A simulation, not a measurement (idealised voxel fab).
The following is a process module called voxel tone inversion.
The cross-section on display is named cut; it measures 220 nm wide, and its cells are 5 nm squares.
How to read a cross-section here: the picture is a grid of square cells, written as bands going from the top down, and any band can span one or more rows of cells.
Band: top and bottom heights (nm) first, top before bottom; then materials from left to right, widths in nm. "everywhere" marks a sole material filling the band edge to edge. "blank" denotes empty space.
A quick word on heights: they are counted from 0, and under that level the wafer as it came to us is one material throughout. The lowest band is different from the rest in having no bottom; it simply continues downward, written as in "from 0 down".
A two-number width, for instance "30..40", indicates that the width is equal to the first number in the top row of the band and to the second number in the bottom row, and that it changes by a constant amount per row of cells.
No cell of the cross-section changed in a step that is given as "no change".
The entry titled "Unvented cavities" provides the empty spaces that have no open way to the top, restricted to those of 8 cells or more. Each is presented as width x height at distance, the distance being measured from the left edge, with all three in nm.
Formally, on a step line, whatever follows the settings is a remark that the simulator itself makes on the step.
The optional step-line setting "overlay nm" applies to steps with a mask and quantifies how far to the right of its planned location the mask lay, a negative value indicating leftward placement.

-- The planned process steps are enumerated hereunder
1 RECEIVE, material Si
2 CONFORMAL_DEP, material SiN, thk nm 5
3 DIRECTIONAL_DEP, material aC, thk nm 20
4 PATTERN, tone cover, mask id POSTS, material resist, width nm 20, pitch nm 40, thk nm 30, overlay nm 0
5 DIRECTIONAL_ETCH, etch materials aC, depth nm 20
6 STRIP, etch materials resist
7 FILL_DEP, material lowk, thk nm 5
8 CMP, height nm 25
9 STRIP, etch materials aC
10 CONFORMAL_DEP, material TiN, thk nm 5
11 FILL_DEP, material Cu, thk nm 10
12 CMP, height nm 25
13 CONFORMAL_DEP, material SiCN, thk nm 5

-- First of two wafers, processed according to plan

-- Cross-section, incoming material, after step 1
- from 0 down | Si everywhere
- Unvented cavities: none

-- How the wafer stands in section after step 2
- from 5 to 0 | SiN everywhere
- Below a height of 0, the structure has not been altered.

-- How the wafer stands in section after step 3
- from 25 to 5 | aC everywhere
- Below a height of 5, the structure has not been altered.

-- How the wafer stands in section after step 4
- from 55 to 25 | blank (80), resist (20), blank (20), resist (20), blank (80)
- Below a height of 25, the structure has not been altered.

-- How the wafer stands in section after step 5
- from 35 to 25 | blank (80), resist (20), blank (20), resist (20), blank (80)
- from 25 to 5 | blank (80), aC (20), blank (20), aC (20), blank (80)
- Below a height of 5, the structure has not been altered.

-- How the wafer stands in section after step 6
- from 25 to 5 | blank (80), aC (20), blank (20), aC (20), blank (80)
- Below a height of 5, the structure has not been altered.

-- How the wafer stands in section after step 7
- from 30 to 25 | lowk everywhere
- from 25 to 5 | lowk (80), aC (20), lowk (20), aC (20), lowk (80)
- Below a height of 5, the structure has not been altered.

-- How the wafer stands in section after step 8
- from 25 to 5 | lowk (80), aC (20), lowk (20), aC (20), lowk (80)
- Below a height of 5, the structure has not been altered.

-- How the wafer stands in section after step 9
- from 25 to 5 | lowk (80), blank (20), lowk (20), blank (20), lowk (80)
- Below a height of 5, the structure has not been altered.

-- How the wafer stands in section after step 10
- from 30 to 25 | TiN (85), blank (10), TiN (30), blank (10), TiN (85)
- from 25 to 10 | lowk (80), TiN (5), blank (10), TiN (5), lowk (20), TiN (5), blank (10), TiN (5), lowk (80)
- from 10 to 5 | lowk (80), TiN (20), lowk (20), TiN (20), lowk (80)
- Below a height of 5, the structure has not been altered.

-- How the wafer stands in section after step 11
- from 40 to 30 | Cu everywhere
- from 30 to 25 | TiN (85), Cu (10), TiN (30), Cu (10), TiN (85)
- from 25 to 10 | lowk (80), TiN (5), Cu (10), TiN (5), lowk (20), TiN (5), Cu (10), TiN (5), lowk (80)
- Below a height of 10, the structure has not been altered.

-- How the wafer stands in section after step 12
- from 25 to 10 | lowk (80), TiN (5), Cu (10), TiN (5), lowk (20), TiN (5), Cu (10), TiN (5), lowk (80)
- Below a height of 10, the structure has not been altered.

-- How the wafer stands in section after step 13
- from 30 to 25 | SiCN everywhere
- Below a height of 25, the structure has not been altered.

-- Now the other wafer: same start, same recipe, but we messed up one thing when running it. Up to and including step 3 it's the same as the first one

-- when step 4 should have ended
- from 55 to 25 | blank (85), resist (15), blank (25), resist (15), blank (80)
- Below a height of 25, the structure has not been altered.

-- when step 5 should have ended
- from 35 to 25 | blank (85), resist (15), blank (25), resist (15), blank (80)
- from 25 to 5 | blank (85), aC (15), blank (25), aC (15), blank (80)
- Below a height of 5, the structure has not been altered.

-- when step 6 should have ended
- from 25 to 5 | blank (85), aC (15), blank (25), aC (15), blank (80)
- Below a height of 5, the structure has not been altered.

-- when step 7 should have ended
- from 30 to 25 | lowk everywhere
- from 25 to 5 | lowk (85), aC (15), lowk (25), aC (15), lowk (80)
- Below a height of 5, the structure has not been altered.

-- when step 8 should have ended
- from 25 to 5 | lowk (85), aC (15), lowk (25), aC (15), lowk (80)
- Below a height of 5, the structure has not been altered.

-- when step 9 should have ended
- from 25 to 5 | lowk (85), blank (15), lowk (25), blank (15), lowk (80)
- Below a height of 5, the structure has not been altered.

-- when step 10 should have ended
- from 30 to 25 | TiN (90), blank (5), TiN (35), blank (5), TiN (85)
- from 25 to 10 | lowk (85), TiN (5), blank (5), TiN (5), lowk (25), TiN (5), blank (5), TiN (5), lowk (80)
- from 10 to 5 | lowk (85), TiN (15), lowk (25), TiN (15), lowk (80)
- Below a height of 5, the structure has not been altered.

-- when step 11 should have ended
- from 40 to 30 | Cu everywhere
- from 30 to 25 | TiN (90), Cu (5), TiN (35), Cu (5), TiN (85)
- from 25 to 10 | lowk (85), TiN (5), Cu (5), TiN (5), lowk (25), TiN (5), Cu (5), TiN (5), lowk (80)
- Below a height of 10, the structure has not been altered.

-- when step 12 should have ended
- from 25 to 10 | lowk (85), TiN (5), Cu (5), TiN (5), lowk (25), TiN (5), Cu (5), TiN (5), lowk (80)
- Below a height of 10, the structure has not been altered.

-- when step 13 should have ended
- from 30 to 25 | SiCN everywhere
- Below a height of 25, the structure has not been altered.
Finding, execution versus plan: step 4 deviated from plan and actually ran as PATTERN, tone cover, mask id POSTS, material resist, width nm 15, pitch nm 40, thk nm 30, overlay nm 0
Final tally in cells, some materials are higher or lower on the second wafer than on the first: 6 fewer of Cu; 2 fewer of TiN; 8 more of lowk
